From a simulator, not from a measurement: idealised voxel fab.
Process module heading - voxel transistor to metal
The width of the displayed cross-section, cut, is 140 nm; its cells are square, with a size of 5 nm.
Heads up, the way a cross-section reads in here is a grid of square cells, handed over as bands from the top down, with every band being one or more rows of cells. Per band: top height and bottom height in nm, followed by the left-to-right materials and their widths in nm; "everywhere" marks a single material spanning edge to edge, "empty" marks empty space. The level at which height equals 0 is the one under which the wafer, as it arrives, is entirely one material. No lower edge exists for the bottom band, which continues downward and is notated as in "0..down". A width such as "30->40" changes by the same amount from each row of cells to the next, from the band's top row to its bottom row. No cell of the cross-section changed in a step that is given as "no alteration". "Enclosed void listing" lists enclosed empty spaces (at least 8 cells, no open path upward to the top), each as width x height at distance from the left edge, in nm. On a step's line, text after the settings is the simulator commenting on that step. The optional step-line setting "overlay nm" applies to steps with a mask and quantifies how far to the right of its planned location the mask lay, a negative value indicating leftward placement.

Process steps foreseen in the plan:
1 op RECEIVE | material Si
2 op CONFORMAL_DEP | material SiO2 | thk nm 5
3 op CONFORMAL_DEP | material SiN | thk nm 10
4 op PATTERN | tone cover | mask id ACTIVE | material resist | width nm 100 | thk nm 15 | overlay nm 0
5 op DIRECTIONAL_ETCH | etch materials SiN | depth nm 10
6 op DIRECTIONAL_ETCH | etch materials SiO2 | depth nm 5
7 op DIRECTIONAL_ETCH | etch materials Si | depth nm 35
8 op STRIP | etch materials resist
9 op FILL_DEP | material SiO2 | thk nm 10
10 op CMP | height nm 15
11 op SELECTIVE_ETCH | etch materials SiO2 | depth nm 5
12 op STRIP | etch materials SiN
13 op SELECTIVE_ETCH | etch materials SiO2 | depth nm 5
14 op OXIDIZE | depth nm 5
15 op DIRECTIONAL_DEP | material polySi | thk nm 20
16 op DIRECTIONAL_DEP | material SiCN | thk nm 10
17 op PATTERN | tone cover | mask id GATE | material resist | width nm 30 | thk nm 20 | overlay nm 0
18 op DIRECTIONAL_ETCH | etch materials SiCN | depth nm 20
19 op DIRECTIONAL_ETCH | etch materials polySi | depth nm 30
20 op STRIP | etch materials resist
21 op CONFORMAL_DEP | material SiO2 | thk nm 5
22 op DIRECTIONAL_ETCH | etch materials SiO2 | depth nm 5
23 op CONFORMAL_DEP | material SiN | thk nm 10
24 op DIRECTIONAL_ETCH | etch materials SiN | depth nm 10
25 op DIRECTIONAL_ETCH | etch materials SiO2 | depth nm 5
26 op DIRECTIONAL_ETCH | etch materials Si | depth nm 15
27 op EPI | material nSi | thk nm 15
28 op FILL_DEP | material SiO2 | thk nm 10
29 op CMP | height nm 20
30 op STRIP | etch materials polySi
31 op SELECTIVE_ETCH | etch materials SiO2 | depth nm 5
32 op CONFORMAL_DEP | material HfO2 | thk nm 5
33 op CONFORMAL_DEP | material TiN | thk nm 5
34 op FILL_DEP | material W | thk nm 10
35 op CMP | height nm 15
36 op DIRECTIONAL_DEP | material SiO2 | thk nm 10
37 op MASKED_ETCH | tone open | mask id CONTACT | width nm 15 | pitch nm 75 | etch materials SiO2 | depth nm 15 | overlay nm 0
38 op CONFORMAL_DEP | material TiN | thk nm 5
39 op FILL_DEP | material Ru | thk nm 10
40 op CMP | height nm 25
41 op DIRECTIONAL_DEP | material TiN | thk nm 5
42 op DIRECTIONAL_DEP | material Ru | thk nm 25
43 op MASKED_ETCH | tone cover | mask id METAL_1 | width nm 15 | pitch nm 75 | etch materials Ru | depth nm 25 | overlay nm 0
44 op MASKED_ETCH | tone cover | mask id METAL_1 | width nm 15 | pitch nm 75 | etch materials TiN | depth nm 5 | overlay nm 0
45 op FILL_DEP | material lowk | thk nm 5
46 op CMP | height nm 55
47 op CONFORMAL_DEP | material SiCN | thk nm 5
48 op DIRECTIONAL_DEP | material SiO2 | thk nm 30
49 op DIRECTIONAL_DEP | material aC | thk nm 15
50 op PATTERN | tone open | mask id METAL_2 | material resist | width nm 15 | pitch nm 75 | thk nm 35 | overlay nm 0
51 op DIRECTIONAL_ETCH | etch materials aC | depth nm 15
52 op STRIP | etch materials resist
53 op DIRECTIONAL_ETCH | etch materials SiO2 | depth nm 15
54 op STRIP | etch materials aC
55 op PATTERN | tone open | mask id METAL_2_HOLES | material resist | width nm 15 | pitch nm 75 | thk nm 20 | overlay nm 0
56 op DIRECTIONAL_ETCH | etch materials SiO2 | depth nm 15
57 op DIRECTIONAL_ETCH | etch materials SiCN | depth nm 5
58 op STRIP | etch materials resist
59 op CONFORMAL_DEP | material TiN | thk nm 5
60 op FILL_DEP | material Cu | thk nm 5
61 op CMP | height nm 90
62 op CONFORMAL_DEP | material SiN | thk nm 5

Cross-section of the incoming wafer, state after step 1:
* 0..down: Si everywhere
* Enclosed void listing: none

Cross-section, first of two wafers, end of module, run as planned:
* 95..90: SiN everywhere
* 90..60: SiO2 25, then TiN 5, then Cu 5, then TiN 5, then SiO2 60, then TiN 5, then Cu 5, then TiN 5, then SiO2 25
* 60..55: SiCN 25, then TiN 15, then SiCN 60, then TiN 15, then SiCN 25
* 55..30: lowk 25, then Ru 15, then lowk 60, then Ru 15, then lowk 25
* 30..25: lowk 25, then TiN 15, then lowk 60, then TiN 15, then lowk 25
* 25..15: SiO2 25, then TiN 5, then Ru 5, then TiN 5, then SiO2 60, then TiN 5, then Ru 5, then TiN 5, then SiO2 25
* 15..10: SiO2 25, then TiN 15, then SiN 10, then HfO2 5, then TiN 5, then W 20, then TiN 5, then HfO2 5, then SiN 10, then TiN 15, then SiO2 25
* 10..5: SiO2 25, then nSi 15, then SiN 10, then HfO2 5, then TiN 5, then W 20, then TiN 5, then HfO2 5, then SiN 10, then nSi 15, then SiO2 25
* 5..0: SiO2 20, then SiN 10, then nSi 10, then SiN 10, then HfO2 5, then TiN 30, then HfO2 5, then SiN 10, then nSi 10, then SiN 10, then SiO2 20
* 0..-5: SiO2 30, then nSi 10, then SiO2 10, then HfO2 40, then SiO2 10, then nSi 10, then SiO2 30
* -5..-20: SiO2 20, then Si 10, then nSi 10, then Si 60, then nSi 10, then Si 10, then SiO2 20
* -20..-35: SiO2 20, then Si 100, then SiO2 20
* -35..down: Si everywhere
* Enclosed void listing: none

Cross-section, second wafer: same start as the first, same plan as the first, one mistake in running it; taken at the end of the module:
* 95..90: SiN everywhere
* 90..60: SiO2 25, then TiN 5, then Cu 5, then TiN 5, then SiO2 60, then TiN 5, then Cu 5, then TiN 5, then SiO2 25
* 60..55: SiCN 25, then TiN 15, then SiCN 60, then TiN 15, then SiCN 25
* 55..30: lowk 25, then Ru 15, then lowk 60, then Ru 15, then lowk 25
* 30..25: lowk 25, then TiN 15, then lowk 60, then TiN 15, then lowk 25
* 25..15: SiO2 25, then TiN 5, then Ru 5, then TiN 5, then SiO2 60, then TiN 5, then Ru 5, then TiN 5, then SiO2 25
* 15..10: SiO2 25, then TiN 15, then SiN 10, then HfO2 5, then TiN 5, then W 20, then TiN 5, then HfO2 5, then SiN 10, then TiN 15, then SiO2 25
* 10..5: SiO2 20, then nSi 20, then SiN 10, then HfO2 5, then TiN 5, then W 20, then TiN 5, then HfO2 5, then SiN 10, then nSi 10, then SiO2 30
* 5..0: SiO2 15, then SiN 10, then nSi 15, then SiN 10, then HfO2 5, then TiN 30, then HfO2 5, then SiN 10, then nSi 5, then SiN 10, then SiO2 25
* 0..-5: SiO2 25, then nSi 15, then SiO2 10, then HfO2 40, then SiO2 10, then nSi 5, then SiO2 35
* -5..-20: SiO2 15, then Si 10, then nSi 15, then Si 60, then nSi 5, then Si 10, then SiO2 25
* -20..-35: SiO2 15, then Si 100, then SiO2 25
* -35..down: Si everywhere
* Enclosed void listing: none
So what did we get wrong on this run? step 4 ran differently from the plan; actual operation with settings: op PATTERN | tone cover | mask id ACTIVE | material resist | width nm 100 | thk nm 15 | overlay nm -5
So at the finish, the second wafer's got exactly as many cells of each material as the first, just not in the same spots.
